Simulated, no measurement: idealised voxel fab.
process module | voxel plated lines
cross-section cut | 285 nm wide | cells 5 nm
A cross-section is a grid of square cells, given in bands from the top down. A band is one or more rows of cells.
Each band's line starts with the height of the band's top and of its bottom, in nm. Then come its materials from left to right, each with its width in nm. One material with "throughout" fills the band from edge to edge. "air" is empty space.
Height 0 is the level under which the wafer as received is all one material. The lowest band goes on downwards, as in "0 down".
A width such as "30 to 40" changes by the same amount from each row of cells to the next, from the band's top row to its bottom row.
"no change" after a step means that no cell of the cross-section changed.
closed voids: empty space of 8 cells or more with no open way to the top, each as width x height at its distance from the left edge, in nm
after a step's settings: what the simulator itself notes on the step
overlay nm, on a step with a mask: how far to the right of its planned place the mask lay; to the left if negative
plan
1 op RECEIVE | material Si
2 op CONFORMAL_DEP | material SiN | thk nm 10
3 op DIRECTIONAL_DEP | material TiN | thk nm 5
4 op PATTERN | tone open | mask id LINES | material resist | width nm 30 | pitch nm 60 | thk nm 15 | overlay nm 0
5 op EPI | material Ru | thk nm 10
6 op STRIP | etch materials resist
7 op DIRECTIONAL_ETCH | etch materials TiN | depth nm 5
8 op CONFORMAL_DEP | material SiN | thk nm 10
first wafer, as planned
as received, after step 1
  0 down: Si throughout
  closed voids: none
after step 2
  10 to 0: SiN throughout
  below 0: unchanged
after step 3
  15 to 10: TiN throughout
  below 10: unchanged
after step 4
  30 to 15: resist 95 | air 30 | resist 30 | air 30 | resist 100
  below 15: unchanged
after step 5
  30 to 25: resist 95 | air 30 | resist 30 | air 30 | resist 100
  25 to 15: resist 95 | Ru 30 | resist 30 | Ru 30 | resist 100
  below 15: unchanged
after step 6
  25 to 15: air 95 | Ru 30 | air 30 | Ru 30 | air 100
  below 15: unchanged
after step 7
  25 to 15: air 95 | Ru 30 | air 30 | Ru 30 | air 100
  15 to 10: air 95 | TiN 30 | air 30 | TiN 30 | air 100
  below 10: unchanged
after step 8
  35 to 25: air 85 | SiN 50 | air 10 | SiN 50 | air 90
  25 to 20: air 85 | SiN 10 | Ru 30 | SiN 10 | air 10 | SiN 10 | Ru 30 | SiN 10 | air 90
  20 to 15: SiN 95 | Ru 30 | SiN 30 | Ru 30 | SiN 100
  15 to 10: SiN 95 | TiN 30 | SiN 30 | TiN 30 | SiN 100
  below 10: unchanged
second wafer: like start, like plan, one mistake. Through step 2 it matches the first wafer
when step 3 should have ended
  25 to 10: TiN throughout
  below 10: unchanged
when step 4 should have ended
  40 to 25: resist 95 | air 30 | resist 30 | air 30 | resist 100
  below 25: unchanged
when step 5 should have ended
  40 to 35: resist 95 | air 30 | resist 30 | air 30 | resist 100
  35 to 25: resist 95 | Ru 30 | resist 30 | Ru 30 | resist 100
  below 25: unchanged
when step 6 should have ended
  35 to 25: air 95 | Ru 30 | air 30 | Ru 30 | air 100
  below 25: unchanged
when step 7 should have ended
  35 to 25: air 95 | Ru 30 | air 30 | Ru 30 | air 100
  25 to 20: air 95 | TiN 30 | air 30 | TiN 30 | air 100
  below 20: unchanged
when step 8 should have ended
  45 to 35: air 85 | SiN 50 | air 10 | SiN 50 | air 90
  35 to 30: air 85 | SiN 10 | Ru 30 | SiN 10 | air 10 | SiN 10 | Ru 30 | SiN 10 | air 90
  30 to 25: SiN 95 | Ru 30 | SiN 30 | Ru 30 | SiN 100
  25 to 20: SiN 95 | TiN 30 | SiN 30 | TiN 30 | SiN 100
  below 20: unchanged
what went wrong: step 3 ran as: op DIRECTIONAL_DEP | material TiN | thk nm 15
at the end the second wafer has, in cells: 114 more of TiN
